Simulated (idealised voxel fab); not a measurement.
The following process module bears the name voxel spacer lines.
Square cells of 5 nm make up the cross-section cut, whose width is 195 nm.
A cross-section is a grid of square cells, given in bands from the top down. A band is one or more rows of cells. Per band: top height and bottom height in nm, followed by the left-to-right materials and their widths in nm; "everywhere" marks a single material spanning edge to edge, "air" marks empty space. Beneath 0, the wafer as received is one material, and that level is where height counting begins. The lowest band goes on downward without a bottom; it is written like "0..down". Read "30->40" as a graded width: first number on top, second number at the bottom, same change between each pair of neighbouring rows. "nothing changed", as given for a step, is the statement that not any cell of the cross-section underwent a change during that step. In "Cavities, closed" the enclosed voids are listed, meaning empty spaces of 8 cells or larger without any opening to the top. The form is width x height at distance, distance from the left edge, units nm. after a step's settings: what the simulator itself notes on the step. The optional step-line setting "overlay nm" applies to steps with a mask and quantifies how far to the right of its planned location the mask lay, a negative value indicating leftward placement.
Listed below are the process steps as planned
1) RECEIVE | material Si
2) CONFORMAL_DEP | material Al2O3 | thk nm 5
3) DIRECTIONAL_DEP | material TiN | thk nm 15
4) DIRECTIONAL_DEP | material polySi | thk nm 30
5) PATTERN | tone cover | mask id MANDREL | material resist | width nm 20 | pitch nm 70 | thk nm 35 | overlay nm 0
6) DIRECTIONAL_ETCH | etch materials polySi | depth nm 30
7) STRIP | etch materials resist
8) CONFORMAL_DEP | material SiO2 | thk nm 15
9) DIRECTIONAL_ETCH | etch materials SiO2 | depth nm 15
10) STRIP | etch materials polySi
11) DIRECTIONAL_ETCH | etch materials TiN | depth nm 15
12) STRIP | etch materials SiO2
Incoming wafer, cross-sectional view, post step 1
- 0..down | Si everywhere
- Cavities, closed: none
The plan above was carried out on the starting structure above with one mistake, and this cross-section shows the wafer at the end of the module
- 15..0 | TiN 15, air 20, TiN 15, air 20, TiN 15, air 20, TiN 15, air 20, TiN 15, air 20, TiN 15, air 5
- 0..down | Si everywhere
- Cavities, closed: none
Error vs. plan: plan step 2 was not performed, having been skipped
